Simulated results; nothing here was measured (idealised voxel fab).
Presented below is a process module, voxel released beams.
We display cut, a cross-section 160 nm in width whose square cells are each 5 nm.
We lay out every cross-section as a grid of square cells and spell it out in bands from the top down, where one band means one or more rows of cells. Heights first: top, then bottom, in nm. Then materials, left to right, each with a width in nm. "edge to edge" on a single material: fills the band edge to edge. "empty": empty space. Where do heights start? At 0: under that level the wafer as delivered is made of one material only. And the lowest band has no floor; it just carries on downward, as in "0 down". Top row gets the first number, bottom row gets the second, and each row in between changes by the same step: that is how a band width like "30..40" works. The designation "same as before", where it is given for a processing step, indicates that no cell of the cross-section was altered in the course of that step. Sealed void inventory: empty space of 8 cells or more with no open way to the top, each as width x height at its distance from the left edge, in nm. If you see something after the settings on a step's line, that's the simulator's own remark about that step. "overlay nm" denotes, for a step that has a mask, the displacement of the mask to the right of its planned place, with negative values corresponding to the left.

### The steps planned for the process are as follows
| 1 | RECEIVE [material Si] |
| 2 | CONFORMAL_DEP [material Al2O3] [thk nm 10] |
| 3 | DIRECTIONAL_DEP [material SiO2] [thk nm 10] |
| 4 | PATTERN [tone open] [mask id ANCHOR] [material resist] [width nm 30] [thk nm 15] [overlay nm 0] |
| 5 | DIRECTIONAL_ETCH [etch materials SiO2] [depth nm 10] |
| 6 | STRIP [etch materials resist] |
| 7 | CONFORMAL_DEP [material SiN] [thk nm 10] |
| 8 | DIRECTIONAL_DEP [material aC] [thk nm 15] |
| 9 | PATTERN [tone cover] [mask id BEAM] [material resist] [width nm 95] [thk nm 30] [overlay nm 0] |
| 10 | DIRECTIONAL_ETCH [etch materials aC] [depth nm 15] |
| 11 | STRIP [etch materials resist] |
| 12 | DIRECTIONAL_ETCH [etch materials SiN] [depth nm 10] |
| 13 | STRIP [etch materials aC] |
| 14 | STRIP [etch materials SiO2] |

### First wafer, two in total, run as planned

### Cross-section, incoming material, after step 1
0 down  Si edge to edge
Sealed void inventory: none

### State of the wafer after step 2, shown in cross-section
10 to 0  Al2O3 edge to edge
Below a height of 0, the structure has not been altered.

### State of the wafer after step 3, shown in cross-section
20 to 10  SiO2 edge to edge
Below a height of 10, the structure has not been altered.

### State of the wafer after step 4, shown in cross-section
35 to 20  resist: 35; empty: 30; resist: 95
Below a height of 20, the structure has not been altered.

### State of the wafer after step 5, shown in cross-section
35 to 20  resist: 35; empty: 30; resist: 95
20 to 10  SiO2: 35; empty: 30; SiO2: 95
Below a height of 10, the structure has not been altered.

### State of the wafer after step 6, shown in cross-section
20 to 10  SiO2: 35; empty: 30; SiO2: 95
Below a height of 10, the structure has not been altered.

### State of the wafer after step 7, shown in cross-section
30 to 20  SiN: 45; empty: 10; SiN: 105
20 to 10  SiO2: 35; SiN: 30; SiO2: 95
Below a height of 10, the structure has not been altered.

### State of the wafer after step 8, shown in cross-section
45 to 35  aC: 45; empty: 10; aC: 105
35 to 30  aC edge to edge
30 to 20  SiN: 45; aC: 10; SiN: 105
Below a height of 20, the structure has not been altered.

### State of the wafer after step 9, shown in cross-section
75 to 45  empty: 30; resist: 95; empty: 35
45 to 35  aC: 45; resist: 10; aC: 105
Below a height of 35, the structure has not been altered.

### State of the wafer after step 10, shown in cross-section
60 to 45  empty: 30; resist: 95; empty: 35
45 to 35  empty: 30; aC: 15; resist: 10; aC: 70; empty: 35
35 to 30  empty: 30; aC: 95; empty: 35
Below a height of 30, the structure has not been altered.

### State of the wafer after step 11, shown in cross-section
45 to 35  empty: 30; aC: 15; empty: 10; aC: 70; empty: 35
Below a height of 35, the structure has not been altered.

### State of the wafer after step 12, shown in cross-section
45 to 35  empty: 30; aC: 15; empty: 10; aC: 70; empty: 35
35 to 30  empty: 30; aC: 95; empty: 35
30 to 20  empty: 30; SiN: 15; aC: 10; SiN: 70; empty: 35
Below a height of 20, the structure has not been altered.

### State of the wafer after step 13, shown in cross-section
30 to 20  empty: 30; SiN: 15; empty: 10; SiN: 70; empty: 35
Below a height of 20, the structure has not been altered.

### State of the wafer after step 14, shown in cross-section
30 to 20  empty: 30; SiN: 15; empty: 10; SiN: 70; empty: 35
20 to 10  empty: 35; SiN: 30; empty: 95
Below a height of 10, the structure has not been altered.

### Second of two: same start, same plan, one run error; steps up to and including 10 match the first

### Second wafer profile in section, at the moment step 11 of the plan was meant to be complete
45 to 35  empty: 30; aC: 15; empty: 10; aC: 70; empty: 35
Below a height of 35, the structure has not been altered.

### Second wafer profile in section, at the moment step 12 of the plan was meant to be complete
45 to 35  empty: 30; aC: 15; empty: 10; aC: 70; empty: 35
35 to 30  empty: 30; aC: 95; empty: 35
30 to 20  empty: 30; SiN: 15; aC: 10; SiN: 70; empty: 35
Below a height of 20, the structure has not been altered.

### Second wafer profile in section, at the moment step 13 of the plan was meant to be complete
30 to 20  empty: 30; SiN: 15; empty: 10; SiN: 70; empty: 35
Below a height of 20, the structure has not been altered.

### Second wafer profile in section, at the moment step 14 of the plan was meant to be complete
30 to 20  empty: 30; SiN: 15; empty: 10; SiN: 70; empty: 35
20 to 10  empty: 35; SiN: 30; empty: 95
Below a height of 10, the structure has not been altered.
In executing the process, a mistake was made relative to the plan: plan step 11 was conducted twice
Honestly, by the end the two wafers have the same cross-section, so the mistake just doesn't show up in what this model computes.
